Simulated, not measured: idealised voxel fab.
Process module under the name voxel self aligned contacts
Displayed cross-section: cut, width of 235 nm, square cells sized 5 nm.
In what follows, cross-sections appear as grids of square cells, described through bands that run from the top down, where every band is one or more rows of cells. Read a band's entry like this: the first values are the height of its top and the height of its bottom in nm, and what follows is the sequence of materials from left to right, each with its width in nm. Note that "empty" is empty space, and that a single material marked "edge to edge" reaches across the band from edge to edge. Heads up on the height convention: 0 is the point under which the incoming wafer is all one material, and the lowest band has no bottom, it just keeps going down, like "from 0 down". You'd read "30..40" like this: the band's top row of cells is as wide as the first number, its bottom row is as wide as the second, and going down, every row changes width by the same amount as the row before did. The designation "nothing got changed", where it is given for a processing step, indicates that no cell of the cross-section was altered in the course of that step. So "Sealed voids" is basically the list of trapped voids: any empty space of 8 cells or more that can't reach the top through an opening. They're written width x height at distance, the distance being from the left edge, and it's all nm. Read whatever lies past the settings on a step's line as the simulator's own remark about the step. The "overlay nm" setting may appear on a step's line; for a step that uses a mask, it gives how far to the right of its planned position the mask lay, and a negative value indicates the left.
# Intended process steps
| 1 | RECEIVE, material Si |
| 2 | CONFORMAL_DEP, material SiO2, thk nm 5 |
| 3 | DIRECTIONAL_DEP, material polySi, thk nm 25 |
| 4 | DIRECTIONAL_DEP, material SiN, thk nm 20 |
| 5 | PATTERN, tone cover, mask id GATE, material resist, width nm 25, pitch nm 55, thk nm 15, overlay nm 0 |
| 6 | DIRECTIONAL_ETCH, etch materials SiN, depth nm 20 |
| 7 | DIRECTIONAL_ETCH, etch materials polySi, depth nm 15 |
| 8 | STRIP, etch materials resist |
| 9 | CONFORMAL_DEP, material SiN, thk nm 5 |
| 10 | DIRECTIONAL_ETCH, etch materials SiN, depth nm 5 |
| 11 | FILL_DEP, material SiO2, thk nm 15 |
| 12 | CMP, height nm 55 |
| 13 | PATTERN, tone open, mask id CONTACT, material resist, width nm 40, pitch nm 55, thk nm 20, overlay nm 0 |
| 14 | DIRECTIONAL_ETCH, etch materials SiO2, depth nm 55 |
| 15 | STRIP, etch materials resist |
| 16 | CONFORMAL_DEP, material TiN, thk nm 5 |
| 17 | FILL_DEP, material W, thk nm 10 |
| 18 | CMP, height nm 55 |
| 19 | CONFORMAL_DEP, material SiN, thk nm 5 |
Keep in mind the plan's value for the depth nm of step 7 comes from the first wafer; the wafers don't share that setting, but they do share the same starting point.
# The first of several wafers as received, shown in cross-section; this is its state after step 1
    from 0 down  Si edge to edge
    Sealed voids: none
# First of several wafers, sectioned at end of module (last step: step 19)
    from 60 to 55  SiN edge to edge
    from 55 to 50  SiO2: 70  TiN: 15  W: 10  TiN: 15  SiO2: 15  TiN: 15  W: 10  TiN: 15  SiO2: 70
    from 50 to 30  SiO2: 45  SiN: 35  TiN: 5  W: 10  TiN: 5  SiN: 35  TiN: 5  W: 10  TiN: 5  SiN: 35  SiO2: 45
    from 30 to 20  SiO2: 45  SiN: 5  polySi: 25  SiN: 5  TiN: 5  W: 10  TiN: 5  SiN: 5  polySi: 25  SiN: 5  TiN: 5  W: 10  TiN: 5  SiN: 5  polySi: 25  SiN: 5  SiO2: 45
    from 20 to 15  SiO2: 45  SiN: 5  polySi: 25  SiN: 5  TiN: 20  SiN: 5  polySi: 25  SiN: 5  TiN: 20  SiN: 5  polySi: 25  SiN: 5  SiO2: 45
    from 15 to 5  polySi edge to edge
    from 5 to 0  SiO2 edge to edge
    from 0 down  Si edge to edge
    Sealed voids: none
# Module end, final wafer: cross-section
    from 60 to 55  SiN edge to edge
    from 55 to 50  SiO2: 70  TiN: 15  W: 10  TiN: 15  SiO2: 15  TiN: 15  W: 10  TiN: 15  SiO2: 70
    from 50 to 30  SiO2: 45  SiN: 35  TiN: 5  W: 10  TiN: 5  SiN: 35  TiN: 5  W: 10  TiN: 5  SiN: 35  SiO2: 45
    from 30 to 5  SiO2: 45  SiN: 5  polySi: 25  SiN: 5  TiN: 5  W: 10  TiN: 5  SiN: 5  polySi: 25  SiN: 5  TiN: 5  W: 10  TiN: 5  SiN: 5  polySi: 25  SiN: 5  SiO2: 45
    from 5 to 0  SiO2: 80  TiN: 20  SiO2: 35  TiN: 20  SiO2: 80
    from 0 down  Si edge to edge
    Sealed voids: none
# each wafer at the end: cells of each material gained (+) or lost (-) since it was received, then its closed voids
depth nm 15; +149 SiN; +204 SiO2; +44 TiN; +28 W; +139 polySi; Sealed voids: none
depth nm 20; +155 SiN; +222 SiO2; +48 TiN; +32 W; +107 polySi; Sealed voids: none
depth nm 25; +161 SiN; +232 SiO2; +56 TiN; +40 W; +75 polySi; Sealed voids: none
depth nm 30; +161 SiN; +232 SiO2; +56 TiN; +40 W; +75 polySi; Sealed voids: none
depth nm 35; +161 SiN; +232 SiO2; +56 TiN; +40 W; +75 polySi; Sealed voids: none
depth nm 40; +161 SiN; +232 SiO2; +56 TiN; +40 W; +75 polySi; Sealed voids: none
